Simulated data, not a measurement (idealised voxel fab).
Presented below is a process module, voxel capacitor over wiring.
It is cross-section cut that appears here, measuring 230 nm in width, its square cells being 5 nm in size.
If you're reading a cross-section in this doc, picture square cells in a grid; it comes to you as bands, top ones listed first down to the bottom, and a band can be one or more rows of cells.
The band entry comprises the height of the band's top followed by the height of its bottom, expressed in nm, and subsequently the band's materials from left to right, each stated together with its width in nm. Where a single material is marked with the word "everywhere", that material fills the band from edge to edge. The word "air" represents empty space.
A quick word on heights: they are counted from 0, and under that level the wafer as it came to us is one material throughout. The lowest band is different from the rest in having no bottom; it simply continues downward, written as in "0 and below".
The width entry "30..40" should be interpreted row by row: the top row of cells in the band takes the first number, the bottom row takes the second number, and the change between adjacent rows is uniform throughout.
For the purposes of this document, the phrase "left unchanged" attached to a step denotes that no cell within the cross-section was modified by that step.
Listed in "Internal closed voids": every empty space of 8 or more cells without an open way to the top. Form: width x height at distance, the distance being from the left edge, all in nm.
Whatever follows a step's settings on its line is a remark the simulator itself makes about that step.
A step line may carry the setting "overlay nm", which, for steps involving a mask, states the distance by which the mask lay to the right of its intended position; negative values denote displacement to the left.
Steps planned for the process
1 RECEIVE, material Si
2 CONFORMAL_DEP, material SiO2, thk nm 10
3 DIRECTIONAL_DEP, material TiN, thk nm 5
4 DIRECTIONAL_DEP, material W, thk nm 25
5 DIRECTIONAL_DEP, material aC, thk nm 10
6 PATTERN, tone cover, mask id METAL_1, material resist, width nm 30, pitch nm 85, thk nm 30, overlay nm 0
7 DIRECTIONAL_ETCH, etch materials aC, depth nm 10
8 STRIP, etch materials resist
9 DIRECTIONAL_ETCH, etch materials W, depth nm 25
10 DIRECTIONAL_ETCH, etch materials TiN, depth nm 5
11 STRIP, etch materials aC
12 FILL_DEP, material SiO2, thk nm 5
13 CMP, height nm 40
14 CONFORMAL_DEP, material SiCN, thk nm 5
15 DIRECTIONAL_DEP, material SiO2, thk nm 20
16 PATTERN, tone open, mask id PLUG_1, material resist, width nm 15, thk nm 20, overlay nm 0
17 DIRECTIONAL_ETCH, etch materials SiO2, depth nm 20
18 DIRECTIONAL_ETCH, etch materials SiCN, depth nm 5
19 STRIP, etch materials resist
20 CONFORMAL_DEP, material TiN, thk nm 5
21 FILL_DEP, material Ru, thk nm 10
22 CMP, height nm 65
23 DIRECTIONAL_DEP, material TiN, thk nm 10
24 DIRECTIONAL_DEP, material SiN, thk nm 5
25 DIRECTIONAL_DEP, material TiN, thk nm 10
26 PATTERN, tone cover, mask id UPPER_PLATE, material resist, width nm 60, thk nm 20, overlay nm 0
27 DIRECTIONAL_ETCH, etch materials TiN, depth nm 10
28 DIRECTIONAL_ETCH, etch materials SiN, depth nm 5
29 STRIP, etch materials resist
30 PATTERN, tone cover, mask id LOWER_PLATE, material resist, width nm 70, thk nm 15, overlay nm 0
31 DIRECTIONAL_ETCH, etch materials TiN, depth nm 10
32 STRIP, etch materials resist
33 FILL_DEP, material SiO2, thk nm 15
34 CMP, height nm 100
35 PATTERN, tone open, mask id PLUG_2, material resist, width nm 15, thk nm 20, overlay nm 0
36 DIRECTIONAL_ETCH, etch materials SiO2, depth nm 10
37 STRIP, etch materials resist
38 CONFORMAL_DEP, material TiN, thk nm 5
39 FILL_DEP, material W, thk nm 10
40 CMP, height nm 100
41 CONFORMAL_DEP, material SiN, thk nm 5
Wafer as received: cross-section following step 1
- 0 and below: Si everywhere
- Internal closed voids: none
Cross-section taken at module completion on the first of two wafers; processed per the plan
- 105 down to 100: SiN everywhere
- 100 down to 95: SiO2 80 nm; TiN 5 nm; W 5 nm; TiN 5 nm; SiO2 135 nm
- 95 down to 90: SiO2 80 nm; TiN 15 nm; SiO2 135 nm
- 90 down to 80: SiO2 70 nm; TiN 60 nm; SiO2 100 nm
- 80 down to 75: SiO2 70 nm; SiN 60 nm; SiO2 100 nm
- 75 down to 65: SiO2 65 nm; TiN 70 nm; SiO2 95 nm
- 65 down to 45: SiO2 70 nm; TiN 5 nm; Ru 5 nm; TiN 5 nm; SiO2 145 nm
- 45 down to 40: SiCN 70 nm; TiN 15 nm; SiCN 145 nm
- 40 down to 15: SiO2 55 nm; W 30 nm; SiO2 55 nm; W 30 nm; SiO2 60 nm
- 15 down to 10: SiO2 55 nm; TiN 30 nm; SiO2 55 nm; TiN 30 nm; SiO2 60 nm
- 10 down to 0: SiO2 everywhere
- 0 and below: Si everywhere
- Internal closed voids: none
second wafer at the end: like start, like plan, one mistake
- 105 down to 100: SiN everywhere
- 100 down to 95: SiO2 80 nm; TiN 5 nm; W 5 nm; TiN 5 nm; SiO2 135 nm
- 95 down to 90: SiO2 80 nm; TiN 15 nm; SiO2 135 nm
- 90 down to 85: SiO2 everywhere
- 85 down to 75: SiO2 70 nm; TiN 60 nm; SiO2 100 nm
- 75 down to 65: SiO2 65 nm; TiN 70 nm; SiO2 95 nm
- 65 down to 45: SiO2 70 nm; TiN 5 nm; Ru 5 nm; TiN 5 nm; SiO2 145 nm
- 45 down to 40: SiCN 70 nm; TiN 15 nm; SiCN 145 nm
- 40 down to 15: SiO2 55 nm; W 30 nm; SiO2 55 nm; W 30 nm; SiO2 60 nm
- 15 down to 10: SiO2 55 nm; TiN 30 nm; SiO2 55 nm; TiN 30 nm; SiO2 60 nm
- 10 down to 0: SiO2 everywhere
- 0 and below: Si everywhere
- Internal closed voids: none
What went wrong in running the wafer? plan step 24: skipped, not run
In the final state, the cell counts of the second wafer exceed or fall short of those of the first for the following materials: SiN: 12 fewer | SiO2: 12 more
